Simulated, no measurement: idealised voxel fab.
Process module name: voxel capacitor over wiring
Each square cell in cross-section cut measures 5 nm, and the section as a whole is 195 nm wide.
In what follows, cross-sections appear as grids of square cells, described through bands that run from the top down, where every band is one or more rows of cells. Band: top height; bottom height; in nm. Then, left to right: material with width in nm, for each material. "all across": a single material spanning edge to edge. "empty": empty space. The level at which height equals 0 is the one under which the wafer, as it arrives, is entirely one material. No lower edge exists for the bottom band, which continues downward and is notated as in "0 down". Think of "30->40" as a width that walks from the first number to the second as you go down the band, top row to bottom row, taking equal-sized steps from row to row. A step reported as "no change" is a step in which no cell of the cross-section changed. "Non-vented voids" - sealed voids, min. 8 cells, no opening to top; format: width x height at distance (distance from left edge; nm throughout). Post-settings text on a step line: simulator's own remark regarding the step. overlay nm, on a step with a mask: how far to the right of its planned place the mask lay; to the left if negative.
INTENDED PROCESS STEPS
| 1 | op RECEIVE | material Si |
| 2 | op CONFORMAL_DEP | material SiO2 | thk nm 15 |
| 3 | op CONFORMAL_DEP | material SiN | thk nm 5 |
| 4 | op DIRECTIONAL_DEP | material SiO2 | thk nm 20 |
| 5 | op DIRECTIONAL_DEP | material aC | thk nm 15 |
| 6 | op PATTERN | tone open | mask id METAL_1 | material resist | width nm 25 | pitch nm 75 | thk nm 35 | overlay nm 0 |
| 7 | op DIRECTIONAL_ETCH | etch materials aC | depth nm 15 |
| 8 | op STRIP | etch materials resist |
| 9 | op DIRECTIONAL_ETCH | etch materials SiO2 | depth nm 20 |
| 10 | op DIRECTIONAL_ETCH | etch materials SiN | depth nm 5 |
| 11 | op STRIP | etch materials aC |
| 12 | op CONFORMAL_DEP | material TiN | thk nm 5 |
| 13 | op FILL_DEP | material Ru | thk nm 5 |
| 14 | op CMP | height nm 40 |
| 15 | op CONFORMAL_DEP | material SiCN | thk nm 5 |
| 16 | op DIRECTIONAL_DEP | material lowk | thk nm 10 |
| 17 | op MASKED_ETCH | tone open | mask id PLUG_1 | width nm 15 | etch materials lowk | depth nm 10 | overlay nm 0 |
| 18 | op MASKED_ETCH | tone open | mask id PLUG_1 | width nm 15 | etch materials SiCN | depth nm 5 | overlay nm 0 |
| 19 | op EPI | material Ru | thk nm 10 |
| 20 | op EPI | material Ru | thk nm 5 |
| 21 | op DIRECTIONAL_DEP | material TiN | thk nm 10 |
| 22 | op DIRECTIONAL_DEP | material HfO2 | thk nm 5 |
| 23 | op DIRECTIONAL_DEP | material TiN | thk nm 10 |
| 24 | op PATTERN | tone cover | mask id UPPER_PLATE | material resist | width nm 55 | thk nm 15 | overlay nm 0 |
| 25 | op DIRECTIONAL_ETCH | etch materials TiN | depth nm 10 |
| 26 | op DIRECTIONAL_ETCH | etch materials HfO2 | depth nm 5 |
| 27 | op STRIP | etch materials resist |
| 28 | op PATTERN | tone cover | mask id LOWER_PLATE | material resist | width nm 65 | thk nm 15 | overlay nm 0 |
| 29 | op DIRECTIONAL_ETCH | etch materials TiN | depth nm 10 |
| 30 | op STRIP | etch materials resist |
| 31 | op FILL_DEP | material SiO2 | thk nm 20 |
| 32 | op CMP | height nm 95 |
| 33 | op PATTERN | tone open | mask id PLUG_2 | material resist | width nm 15 | thk nm 20 | overlay nm 0 |
| 34 | op DIRECTIONAL_ETCH | etch materials SiO2 | depth nm 15 |
| 35 | op STRIP | etch materials resist |
| 36 | op CONFORMAL_DEP | material TiN | thk nm 5 |
| 37 | op FILL_DEP | material Ru | thk nm 5 |
| 38 | op CMP | height nm 95 |
| 39 | op CONFORMAL_DEP | material SiCN | thk nm 5 |
AS RECEIVED (POST STEP 1): CROSS-SECTION
> 0 down: Si all across
> Non-vented voids: none
END STATE OF THE MODULE IN CROSS-SECTION, GIVEN THE ABOVE STARTING POINT AND PLAN AND ONE MISTAKE IN EXECUTION
> 100 to 95: SiCN all across
> 95 to 90: 65 of SiO2, then 15 of TiN, then 115 of SiO2
> 90 to 80: 55 of SiO2, then 25 of TiN, then 115 of SiO2
> 80 to 75: 55 of SiO2, then 25 of HfO2, then 30 of TiN, then 85 of SiO2
> 75 to 70: 50 of SiO2, then 60 of TiN, then 85 of SiO2
> 70 to 65: 50 of SiO2, then 30 of TiN, then 30 of HfO2, then 85 of SiO2
> 65 to 55: 45 of SiO2, then 35 of Ru, then 35 of TiN, then 80 of SiO2
> 55 to 45: 55 of lowk, then 15 of Ru, then 125 of lowk
> 45 to 40: 55 of SiCN, then 15 of Ru, then 125 of SiCN
> 40 to 20: 45 of SiO2, then 5 of TiN, then 15 of Ru, then 5 of TiN, then 50 of SiO2, then 5 of TiN, then 15 of Ru, then 5 of TiN, then 50 of SiO2
> 20 to 15: 45 of SiN, then 25 of TiN, then 50 of SiN, then 25 of TiN, then 50 of SiN
> 15 to 0: SiO2 all across
> 0 down: Si all across
> Non-vented voids: none
Here's what went sideways: the plan had its step 19 run twice
